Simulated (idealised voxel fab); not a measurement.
voxel released beams: a process module
We display cut, a cross-section 150 nm in width whose square cells are each 5 nm.
Square cells in a grid make up a cross-section in this document, and the grid is given as bands, listed from the top down, each one or more rows of cells.
Look at the band entry: it leads with the top's height and the bottom's height in nm. Then it lists the materials left to right, with a width in nm for each. The word "full width" on a single material says that material fills the band edge to edge. The word "air" is empty space.
Heights from 0 (as-received wafer is one material below). Bottom band endless downward, as "0..down".
The notation "30 to 40" denotes a width that varies across the rows of cells in the band, beginning at the first number in the top row, finishing at the second number in the bottom row, and changing by an identical amount from each row to the next.
Key: "nothing was modified" - step with no changed cell in the cross-section.
In "Sealed void list" the enclosed voids are listed, meaning empty spaces of 8 cells or larger without any opening to the top. The form is width x height at distance, distance from the left edge, units nm.
Past the settings on a step's line: simulator remark, on that step.
If you see "overlay nm" on a step's line and that step has a mask, it's telling you how far right of where it was planned the mask ended up; a negative number means it went left instead.
List of planned process steps:
1 RECEIVE with material Si
2 CONFORMAL_DEP with material Al2O3, thk nm 5
3 DIRECTIONAL_DEP with material SiO2, thk nm 20
4 DIRECTIONAL_DEP with material aC, thk nm 10
5 PATTERN with tone open, mask id ANCHOR, material resist, width nm 40, thk nm 30, overlay nm 0
6 DIRECTIONAL_ETCH with etch materials aC, depth nm 10
7 STRIP with etch materials resist
8 DIRECTIONAL_ETCH with etch materials SiO2, depth nm 20
9 STRIP with etch materials aC
10 CONFORMAL_DEP with material polySi, thk nm 15
11 PATTERN with tone cover, mask id BEAM, material resist, width nm 115, thk nm 15, overlay nm 0
12 DIRECTIONAL_ETCH with etch materials polySi, depth nm 15
13 STRIP with etch materials resist
14 STRIP with etch materials SiO2
Below: the first of two wafers, run as planned:
Step 1 complete: cross-section of the wafer as received:
- 0..down: Si full width
- Sealed void list: none
After step 2, in cross-section:
- 5..0: Al2O3 full width
- Below 0, no change.
After step 3, in cross-section:
- 25..5: SiO2 full width
- Below 5, no change.
After step 4, in cross-section:
- 35..25: aC full width
- Below 25, no change.
After step 5, in cross-section:
- 65..35: resist 20  air 40  resist 90
- Below 35, no change.
After step 6, in cross-section:
- 55..35: resist 20  air 40  resist 90
- 35..25: aC 20  air 40  aC 90
- Below 25, no change.
After step 7, in cross-section:
- 35..25: aC 20  air 40  aC 90
- Below 25, no change.
After step 8, in cross-section:
- 35..25: aC 20  air 40  aC 90
- 25..5: SiO2 20  air 40  SiO2 90
- Below 5, no change.
After step 9, in cross-section:
- 25..5: SiO2 20  air 40  SiO2 90
- Below 5, no change.
After step 10, in cross-section:
- 40..25: polySi 35  air 10  polySi 105
- 25..20: SiO2 20  polySi 15  air 10  polySi 15  SiO2 90
- 20..5: SiO2 20  polySi 40  SiO2 90
- Below 5, no change.
After step 11, in cross-section:
- 55..40: air 15  resist 115  air 20
- 40..25: polySi 35  resist 10  polySi 105
- 25..20: SiO2 20  polySi 15  resist 10  polySi 15  SiO2 90
- Below 20, no change.
After step 12, in cross-section:
- 55..40: air 15  resist 115  air 20
- 40..25: air 15  polySi 20  resist 10  polySi 85  air 20
- Below 25, no change.
After step 13, in cross-section:
- 40..25: air 15  polySi 20  air 10  polySi 85  air 20
- 25..20: SiO2 20  polySi 15  air 10  polySi 15  SiO2 90
- Below 20, no change.
After step 14, in cross-section:
- 40..25: air 15  polySi 20  air 10  polySi 85  air 20
- 25..20: air 20  polySi 15  air 10  polySi 15  air 90
- 20..5: air 20  polySi 40  air 90
- Below 5, no change.
The remaining wafer, second of the two, started like the first and was run to the same plan, except that one mistake was made along the way; the two coincide through step 4, inclusive:
X-section, second wafer, when step 5 was due to finish:
- 65..35: air 20  resist 40  air 90
- Below 35, no change.
X-section, second wafer, when step 6 was due to finish:
- 55..35: air 20  resist 40  air 90
- 35..25: air 20  aC 40  air 90
- Below 25, no change.
X-section, second wafer, when step 7 was due to finish:
- 35..25: air 20  aC 40  air 90
- Below 25, no change.
X-section, second wafer, when step 8 was due to finish:
- 35..25: air 20  aC 40  air 90
- 25..5: air 20  SiO2 40  air 90
- Below 5, no change.
X-section, second wafer, when step 9 was due to finish:
- 25..5: air 20  SiO2 40  air 90
- Below 5, no change.
X-section, second wafer, when step 10 was due to finish:
- 40..25: air 5  polySi 70  air 75
- 25..20: air 5  polySi 15  SiO2 40  polySi 15  air 75
- 20..5: polySi 20  SiO2 40  polySi 90
- Below 5, no change.
X-section, second wafer, when step 11 was due to finish:
- 55..40: air 15  resist 115  air 20
- 40..25: air 5  polySi 70  resist 55  air 20
- 25..20: air 5  polySi 15  SiO2 40  polySi 15  resist 55  air 20
- Below 20, no change.
X-section, second wafer, when step 12 was due to finish:
- 55..40: air 15  resist 115  air 20
- 40..25: air 15  polySi 60  resist 55  air 20
- 25..20: air 5  polySi 15  SiO2 40  polySi 15  resist 55  air 20
- 20..5: air 5  polySi 15  SiO2 40  polySi 70  air 20
- Below 5, no change.
X-section, second wafer, when step 13 was due to finish:
- 40..25: air 15  polySi 60  air 75
- 25..20: air 5  polySi 15  SiO2 40  polySi 15  air 75
- Below 20, no change.
X-section, second wafer, when step 14 was due to finish: nothing was modified
It is concluded that the wafer was processed incorrectly with respect to the plan, in that off-plan run, step 5, actual operation and settings PATTERN with tone cover, mask id ANCHOR, material resist, width nm 40, thk nm 30, overlay nm 0
Per the end-of-run cell counts, the second wafer holds more or fewer of some materials than the first: 32 more of SiO2
